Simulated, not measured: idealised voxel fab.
process module | voxel transistor to metal
280 nm wide, 5 nm square cells: that's cross-section cut.
Bands, listed from the top down, are how a cross-section gets written in this document; the cross-section itself is a grid of square cells, and a band is one or more rows of them.
This entry defines a band. It first specifies the height of the band's top and the height of its bottom in nm, and then specifies the band's materials from left to right, stating each material with its width in nm. The word "full width" identifies a single material that fills the band from edge to edge, while the word "blank" identifies empty space.
The reference from which all heights are counted is 0, the level beneath which the as-received wafer is entirely one material; the lowest band, having no lower bound, proceeds downward and is written after the example "0 down".
The notation "30 to 40" denotes a width that varies across the rows of cells in the band, beginning at the first number in the top row, finishing at the second number in the bottom row, and changing by an identical amount from each row to the next.
"nothing altered" (step): cross-section cells unchanged, all of them.
Under "Sealed voids" you'll find the enclosed gaps, the ones with no way out to the top, that are 8 cells or bigger; each reads width x height at distance, with distance counted from the left edge, everything in nm.
after a step's settings: what the simulator itself notes on the step
overlay nm: for a step with a mask, the amount by which the mask lay right of where it was planned; a negative amount means left of it.
-- Process steps foreseen in the plan
| 1 | RECEIVE: material Si |
| 2 | OXIDIZE: depth nm 5 |
| 3 | CONFORMAL_DEP: material SiN, thk nm 10 |
| 4 | PATTERN: tone cover, mask id ACTIVE, material resist, width nm 105, pitch nm 125, thk nm 15, overlay nm 0 |
| 5 | DIRECTIONAL_ETCH: etch materials SiN, depth nm 10 |
| 6 | DIRECTIONAL_ETCH: etch materials SiO2, depth nm 5 |
| 7 | DIRECTIONAL_ETCH: etch materials Si, depth nm 30 |
| 8 | STRIP: etch materials resist |
| 9 | OXIDIZE: depth nm 5 |
| 10 | FILL_DEP: material SiO2, thk nm 15 |
| 11 | CMP: height nm 10 |
| 12 | SELECTIVE_ETCH: etch materials SiO2, depth nm 5 |
| 13 | STRIP: etch materials SiN |
| 14 | SELECTIVE_ETCH: etch materials SiO2, depth nm 5 |
| 15 | OXIDIZE: depth nm 5 |
| 16 | DIRECTIONAL_DEP: material polySi, thk nm 20 |
| 17 | DIRECTIONAL_DEP: material SiCN, thk nm 15 |
| 18 | DIRECTIONAL_DEP: material aC, thk nm 15 |
| 19 | PATTERN: tone cover, mask id GATE, material resist, width nm 15, pitch nm 125, thk nm 30, overlay nm 0 |
| 20 | DIRECTIONAL_ETCH: etch materials aC, depth nm 15 |
| 21 | STRIP: etch materials resist |
| 22 | DIRECTIONAL_ETCH: etch materials SiCN, depth nm 25 |
| 23 | DIRECTIONAL_ETCH: etch materials polySi, depth nm 30 |
| 24 | STRIP: etch materials aC |
| 25 | CONFORMAL_DEP: material SiO2, thk nm 5 |
| 26 | DIRECTIONAL_ETCH: etch materials SiO2, depth nm 5 |
| 27 | CONFORMAL_DEP: material SiN, thk nm 5 |
| 28 | DIRECTIONAL_ETCH: etch materials SiN, depth nm 5 |
| 29 | DIRECTIONAL_ETCH: etch materials SiO2, depth nm 5 |
| 30 | DIRECTIONAL_ETCH: etch materials Si, depth nm 10 |
| 31 | EPI: material pSi, thk nm 15 |
| 32 | FILL_DEP: material SiO2, thk nm 5 |
| 33 | CMP: height nm 30 |
| 34 | DIRECTIONAL_DEP: material SiO2, thk nm 10 |
| 35 | MASKED_ETCH: tone open, mask id CONTACT, width nm 35, etch materials SiO2, depth nm 45, overlay nm 0 |
| 36 | CONFORMAL_DEP: material TiN, thk nm 5 |
| 37 | FILL_DEP: material Ru, thk nm 10 |
| 38 | CMP: height nm 40 |
| 39 | DIRECTIONAL_DEP: material TiN, thk nm 5 |
| 40 | DIRECTIONAL_DEP: material W, thk nm 20 |
| 41 | MASKED_ETCH: tone cover, mask id METAL_1, width nm 20, etch materials W, depth nm 20, overlay nm 0 |
| 42 | MASKED_ETCH: tone cover, mask id METAL_1, width nm 20, etch materials TiN, depth nm 5, overlay nm 0 |
| 43 | FILL_DEP: material lowk, thk nm 5 |
| 44 | CMP: height nm 65 |
| 45 | CONFORMAL_DEP: material SiN, thk nm 5 |
-- Incoming wafer, cross-sectional view, post step 1
- 0 down  Si full width
- Sealed voids: none
-- First of two wafers at the end of the module, shown in cross-section; run carried out as planned
- 70 to 65  SiN full width
- 65 to 45  30 of lowk  20 of W  55 of lowk  20 of W  30 of lowk  20 of W  55 of lowk  20 of W  30 of lowk
- 45 to 40  30 of lowk  20 of TiN  55 of lowk  20 of TiN  30 of lowk  20 of TiN  55 of lowk  20 of TiN  30 of lowk
- 40 to 30  30 of SiO2  5 of TiN  25 to 20 of Ru  5 to 10 of TiN  25 of SiO2  5 to 10 of TiN  25 to 20 of Ru  5 of TiN  30 of SiO2  5 of TiN  25 to 20 of Ru  5 to 10 of TiN  25 of SiO2  5 to 10 of TiN  25 to 20 of Ru  5 of TiN  30 of SiO2
- 30 to 15  30 of SiO2  5 of TiN  20 of Ru  5 of TiN  5 of SiN  5 of SiO2  15 of SiCN  5 of SiO2  5 of SiN  5 of TiN  20 of Ru  5 of TiN  30 of SiO2  5 of TiN  20 of Ru  5 of TiN  5 of SiN  5 of SiO2  15 of SiCN  5 of SiO2  5 of SiN  5 of TiN  20 of Ru  5 of TiN  30 of SiO2
- 15 to 5  30 of SiO2  5 of TiN  20 to 5 of Ru  5 to 20 of TiN  5 of SiN  5 of SiO2  15 of polySi  5 of SiO2  5 of SiN  5 to 20 of TiN  20 to 5 of Ru  5 of TiN  30 of SiO2  5 of TiN  20 to 5 of Ru  5 to 20 of TiN  5 of SiN  5 of SiO2  15 of polySi  5 of SiO2  5 of SiN  5 to 20 of TiN  20 to 5 of Ru  5 of TiN  30 of SiO2
- 5 to 0  30 of SiO2  5 of TiN  5 of Ru  5 of TiN  15 of pSi  5 of SiN  5 of SiO2  15 of polySi  5 of SiO2  5 of SiN  15 of pSi  5 of TiN  5 of Ru  5 of TiN  30 of SiO2  5 of TiN  5 of Ru  5 of TiN  15 of pSi  5 of SiN  5 of SiO2  15 of polySi  5 of SiO2  5 of SiN  15 of pSi  5 of TiN  5 of Ru  5 of TiN  30 of SiO2
- 0 to -5  25 of SiO2  5 of SiN  15 of TiN  15 of pSi  5 of SiN  5 of SiO2  15 of polySi  5 of SiO2  5 of SiN  15 of pSi  15 of TiN  5 of SiN  20 of SiO2  5 of SiN  15 of TiN  15 of pSi  5 of SiN  5 of SiO2  15 of polySi  5 of SiO2  5 of SiN  15 of pSi  15 of TiN  5 of SiN  25 of SiO2
- -5 to -10  30 of SiO2  30 of pSi  35 of SiO2  30 of pSi  30 of SiO2  30 of pSi  35 of SiO2  30 of pSi  30 of SiO2
- -10 to -20  30 of SiO2  30 of pSi  35 of Si  30 of pSi  30 of SiO2  30 of pSi  35 of Si  30 of pSi  30 of SiO2
- -20 to -40  30 of SiO2  95 of Si  30 of SiO2  95 of Si  30 of SiO2
- -40 down  Si full width
- Sealed voids: none
-- Cross-section of the latter of the two wafers at module completion. It had an identical start and an identical plan to the former; in running it, one mistake was made
- 70 to 65  SiN full width
- 65 to 45  30 of lowk  20 of W  55 of lowk  20 of W  30 of lowk  20 of W  55 of lowk  20 of W  30 of lowk
- 45 to 40  30 of lowk  20 of TiN  55 of lowk  20 of TiN  30 of lowk  20 of TiN  55 of lowk  20 of TiN  30 of lowk
- 40 to 30  30 of SiO2  5 of TiN  25 to 20 of Ru  5 to 10 of TiN  25 of SiO2  5 to 10 of TiN  25 to 20 of Ru  5 of TiN  30 of SiO2  5 of TiN  25 to 20 of Ru  5 to 10 of TiN  25 of SiO2  5 to 10 of TiN  25 to 20 of Ru  5 of TiN  30 of SiO2
- 30 to 15  30 of SiO2  5 of TiN  20 of Ru  5 of TiN  5 of SiN  5 of SiO2  15 of SiCN  5 of SiO2  5 of SiN  5 of TiN  20 of Ru  5 of TiN  30 of SiO2  5 of TiN  20 of Ru  5 of TiN  5 of SiN  5 of SiO2  15 of SiCN  5 of SiO2  5 of SiN  5 of TiN  20 of Ru  5 of TiN  30 of SiO2
- 15 to 0  30 of SiO2  5 of TiN  20 of Ru  5 of TiN  5 of SiN  5 of SiO2  15 of polySi  5 of SiO2  5 of SiN  5 of TiN  20 of Ru  5 of TiN  30 of SiO2  5 of TiN  20 of Ru  5 of TiN  5 of SiN  5 of SiO2  15 of polySi  5 of SiO2  5 of SiN  5 of TiN  20 of Ru  5 of TiN  30 of SiO2
- 0 to -5  25 of SiO2  5 of SiN  30 of TiN  5 of SiN  5 of SiO2  15 of polySi  5 of SiO2  5 of SiN  30 of TiN  5 of SiN  20 of SiO2  5 of SiN  30 of TiN  5 of SiN  5 of SiO2  15 of polySi  5 of SiO2  5 of SiN  30 of TiN  5 of SiN  25 of SiO2
- -5 to -10  30 of SiO2  30 of pSi  35 of SiO2  30 of pSi  30 of SiO2  30 of pSi  35 of SiO2  30 of pSi  30 of SiO2
- -10 to -40  30 of SiO2  95 of Si  30 of SiO2  95 of Si  30 of SiO2
- -40 down  Si full width
- Sealed voids: none
Deviation noted in wafer processing: so 30 and 31 got swapped relative to the plan, each ran where the other was supposed to
Once processing is complete, comparing cell counts shows that the second wafer has more or fewer of certain materials than the first: 24 more of Ru | 48 more of Si | 72 fewer of pSi
